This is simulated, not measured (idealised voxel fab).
The following process module bears the name voxel transistor to metal.
For reference, the cross-section in this document is cut, with width 265 nm and square cells of 5 nm.
Just so we're on the same page, the cross-sections are grids of square cells, and they're listed out in bands top to bottom, each band one or more rows deep.
A band entry consists of two parts. The first gives the height of the band's top and the height of its bottom, in nm. The rest lists the band's materials from left to right, each with its width in nm. A single material labelled with the word "full width" fills the band from edge to edge, and the word "air" marks empty space.
The level at which height equals 0 is the one under which the wafer, as it arrives, is entirely one material. No lower edge exists for the bottom band, which continues downward and is notated as in "0 -> down".
A width given as "30..40" starts at the first number in the band's top row and ends at the second number in its bottom row, shifting by an equal amount at every step from row to row.
"nothing got changed" -> step changed no cross-section cell.
Closed internal voids: empty space of 8 cells or more with no open way to the top, each as width x height at its distance from the left edge, in nm
Heads up: the bit after the settings on a step's line is the simulator's remark on that step.
The "overlay nm" setting may appear on a step's line; for a step that uses a mask, it gives how far to the right of its planned position the mask lay, and a negative value indicates the left.

Planned step list for the process:
1) op RECEIVE | material Si
2) op OXIDIZE | depth nm 5
3) op CONFORMAL_DEP | material SiN | thk nm 10
4) op DIRECTIONAL_DEP | material aC | thk nm 15
5) op PATTERN | tone cover | mask id ACTIVE | material resist | width nm 95 | pitch nm 120 | thk nm 30 | overlay nm 0
6) op DIRECTIONAL_ETCH | etch materials aC | depth nm 15
7) op STRIP | etch materials resist
8) op DIRECTIONAL_ETCH | etch materials SiN | depth nm 10
9) op DIRECTIONAL_ETCH | etch materials SiO2 | depth nm 5
10) op DIRECTIONAL_ETCH | etch materials Si | depth nm 25
11) op STRIP | etch materials aC
12) op FILL_DEP | material SiO2 | thk nm 10
13) op CMP | height nm 10
14) op SELECTIVE_ETCH | etch materials SiO2 | depth nm 10
15) op STRIP | etch materials SiN
16) op SELECTIVE_ETCH | etch materials SiO2 | depth nm 5
17) op OXIDIZE | depth nm 5
18) op DIRECTIONAL_DEP | material polySi | thk nm 30
19) op DIRECTIONAL_DEP | material SiCN | thk nm 15
20) op PATTERN | tone cover | mask id GATE | material resist | width nm 25 | pitch nm 120 | thk nm 20 | overlay nm 0
21) op DIRECTIONAL_ETCH | etch materials SiCN | depth nm 25
22) op DIRECTIONAL_ETCH | etch materials polySi | depth nm 40
23) op STRIP | etch materials resist
24) op CONFORMAL_DEP | material SiN | thk nm 10
25) op DIRECTIONAL_ETCH | etch materials SiN | depth nm 10
26) op DIRECTIONAL_ETCH | etch materials SiO2 | depth nm 5
27) op DIRECTIONAL_ETCH | etch materials Si | depth nm 10
28) op EPI | material pSi | thk nm 15
29) op FILL_DEP | material SiO2 | thk nm 10
30) op CMP | height nm 40
31) op DIRECTIONAL_DEP | material SiO2 | thk nm 15
32) op PATTERN | tone open | mask id CONTACT | material resist | width nm 25 | pitch nm 60 | thk nm 15 | overlay nm 0
33) op DIRECTIONAL_ETCH | etch materials SiO2 | depth nm 60
34) op STRIP | etch materials resist
35) op CONFORMAL_DEP | material TiN | thk nm 5
36) op FILL_DEP | material W | thk nm 5
37) op CMP | height nm 55
38) op CONFORMAL_DEP | material SiN | thk nm 5
39) op DIRECTIONAL_DEP | material lowk | thk nm 20
40) op PATTERN | tone open | mask id METAL_1 | material resist | width nm 15 | thk nm 20 | overlay nm 0
41) op DIRECTIONAL_ETCH | etch materials lowk | depth nm 20
42) op DIRECTIONAL_ETCH | etch materials SiN | depth nm 5
43) op STRIP | etch materials resist
44) op CONFORMAL_DEP | material TiN | thk nm 5
45) op FILL_DEP | material W | thk nm 10
46) op CMP | height nm 80
47) op CONFORMAL_DEP | material SiCN | thk nm 5
48) op DIRECTIONAL_DEP | material SiO2 | thk nm 30
49) op MASKED_ETCH | tone open | mask id METAL_2 | width nm 15 | pitch nm 120 | etch materials SiO2 | depth nm 20 | overlay nm 0
50) op DIRECTIONAL_DEP | material aC | thk nm 10
51) op PATTERN | tone open | mask id METAL_2_HOLES | material resist | width nm 15 | pitch nm 120 | thk nm 30 | overlay nm 0
52) op DIRECTIONAL_ETCH | etch materials aC | depth nm 10
53) op STRIP | etch materials resist
54) op DIRECTIONAL_ETCH | etch materials SiO2 | depth nm 10
55) op DIRECTIONAL_ETCH | etch materials SiCN | depth nm 5
56) op STRIP | etch materials aC
57) op CONFORMAL_DEP | material TiN | thk nm 5
58) op FILL_DEP | material Cu | thk nm 10
59) op CMP | height nm 115
60) op CONFORMAL_DEP | material SiN | thk nm 5

Wafer cross-section on receipt, i.e. after step 1:
> 0 -> down = Si full width
> Closed internal voids: none

First of two wafers at the end of the module, shown in cross-section; run carried out as planned:
> 120 -> 115 = SiN full width
> 115 -> 85 = SiO2 30, TiN 5, Cu 5, TiN 5, SiO2 105, TiN 5, Cu 5, TiN 5, SiO2 100
> 85 -> 80 = SiCN 30, TiN 15, SiCN 105, TiN 15, SiCN 100
> 80 -> 60 = lowk 30, TiN 5, W 5, TiN 5, lowk 55, TiN 5, W 5, TiN 5, lowk 35, TiN 5, W 5, TiN 5, lowk 55, TiN 5, W 5, TiN 5, lowk 30
> 60 -> 55 = SiN 30, TiN 15, SiN 55, TiN 15, SiN 35, TiN 15, SiN 55, TiN 15, SiN 30
> 55 -> 45 = SiO2 30, TiN 5, W 15, TiN 5, SiO2 35, TiN 5, W 15, TiN 5, SiO2 35, TiN 5, W 15, TiN 5, SiO2 35, TiN 5, W 15, TiN 5, SiO2 30
> 45 -> 40 = SiO2 30, TiN 5, W 10, TiN 10, SiO2 35, TiN 10, W 10, TiN 5, SiO2 35, TiN 5, W 10, TiN 10, SiO2 35, TiN 10, W 10, TiN 5, SiO2 30
> 40 -> 25 = SiO2 30, TiN 5, W 10, TiN 5, SiN 10, SiCN 25, SiN 10, TiN 5, W 10, TiN 5, SiO2 35, TiN 5, W 10, TiN 5, SiN 10, SiCN 25, SiN 10, TiN 5, W 10, TiN 5, SiO2 30
> 25 -> 10 = SiO2 30, TiN 5, W 10, TiN 5, SiN 10, polySi 25, SiN 10, TiN 5, W 10, TiN 5, SiO2 35, TiN 5, W 10, TiN 5, SiN 10, polySi 25, SiN 10, TiN 5, W 10, TiN 5, SiO2 30
> 10 -> 5 = SiO2 30, TiN 20, SiN 10, polySi 25, SiN 10, TiN 20, SiO2 35, TiN 20, SiN 10, polySi 25, SiN 10, TiN 20, SiO2 30
> 5 -> -5 = SiO2 30, TiN 5, pSi 15, SiN 10, polySi 25, SiN 10, pSi 15, TiN 5, SiO2 35, TiN 5, pSi 15, SiN 10, polySi 25, SiN 10, pSi 15, TiN 5, SiO2 30
> -5 -> -10 = SiO2 20, pSi 30, SiO2 45, pSi 30, SiO2 15, pSi 30, SiO2 45, pSi 30, SiO2 20
> -10 -> -20 = SiO2 25, pSi 25, Si 45, pSi 25, SiO2 25, pSi 25, Si 45, pSi 25, SiO2 25
> -20 -> -30 = SiO2 25, Si 95, SiO2 25, Si 95, SiO2 25
> -30 -> down = Si full width
> Closed internal voids: none

Cross-sectional view of the second of two wafers upon completion of the module. This wafer shared its starting condition and process plan with the first; one error was made during its execution:
> 120 -> 115 = SiN full width
> 115 -> 110 = Cu full width
> 110 -> 105 = Cu 25, TiN 25, Cu 95, TiN 25, Cu 95
> 105 -> 100 = Cu 25, TiN 5, SiO2 15, TiN 5, Cu 95, TiN 5, SiO2 15, TiN 5, Cu 95
> 100 -> 95 = TiN 30, SiO2 15, TiN 105, SiO2 15, TiN 100
> 95 -> 85 = SiO2 full width
> 85 -> 80 = SiCN full width
> 80 -> 60 = lowk 30, TiN 5, W 5, TiN 5, lowk 55, TiN 5, W 5, TiN 5, lowk 35, TiN 5, W 5, TiN 5, lowk 55, TiN 5, W 5, TiN 5, lowk 30
> 60 -> 55 = SiN 30, TiN 15, SiN 55, TiN 15, SiN 35, TiN 15, SiN 55, TiN 15, SiN 30
> 55 -> 45 = SiO2 30, TiN 5, W 15, TiN 5, SiO2 35, TiN 5, W 15, TiN 5, SiO2 35, TiN 5, W 15, TiN 5, SiO2 35, TiN 5, W 15, TiN 5, SiO2 30
> 45 -> 40 = SiO2 30, TiN 5, W 10, TiN 10, SiO2 35, TiN 10, W 10, TiN 5, SiO2 35, TiN 5, W 10, TiN 10, SiO2 35, TiN 10, W 10, TiN 5, SiO2 30
> 40 -> 25 = SiO2 30, TiN 5, W 10, TiN 5, SiN 10, SiCN 25, SiN 10, TiN 5, W 10, TiN 5, SiO2 35, TiN 5, W 10, TiN 5, SiN 10, SiCN 25, SiN 10, TiN 5, W 10, TiN 5, SiO2 30
> 25 -> 10 = SiO2 30, TiN 5, W 10, TiN 5, SiN 10, polySi 25, SiN 10, TiN 5, W 10, TiN 5, SiO2 35, TiN 5, W 10, TiN 5, SiN 10, polySi 25, SiN 10, TiN 5, W 10, TiN 5, SiO2 30
> 10 -> 5 = SiO2 30, TiN 20, SiN 10, polySi 25, SiN 10, TiN 20, SiO2 35, TiN 20, SiN 10, polySi 25, SiN 10, TiN 20, SiO2 30
> 5 -> -5 = SiO2 30, TiN 5, pSi 15, SiN 10, polySi 25, SiN 10, pSi 15, TiN 5, SiO2 35, TiN 5, pSi 15, SiN 10, polySi 25, SiN 10, pSi 15, TiN 5, SiO2 30
> -5 -> -10 = SiO2 20, pSi 30, SiO2 45, pSi 30, SiO2 15, pSi 30, SiO2 45, pSi 30, SiO2 20
> -10 -> -20 = SiO2 25, pSi 25, Si 45, pSi 25, SiO2 25, pSi 25, Si 45, pSi 25, SiO2 25
> -20 -> -30 = SiO2 25, Si 95, SiO2 25, Si 95, SiO2 25
> -30 -> down = Si full width
> Closed internal voids: none
What broke from the plan during processing? so step 49 ended up running with a different setting than we planned, it ran as op MASKED_ETCH | tone cover | mask id METAL_2 | width nm 15 | pitch nm 120 | etch materials SiO2 | depth nm 20 | overlay nm 0
At the finish, the second wafer shows more or fewer cells for some materials than the first does: Cu: 127 more, SiCN: 6 more, SiO2: 164 fewer, TiN: 31 more
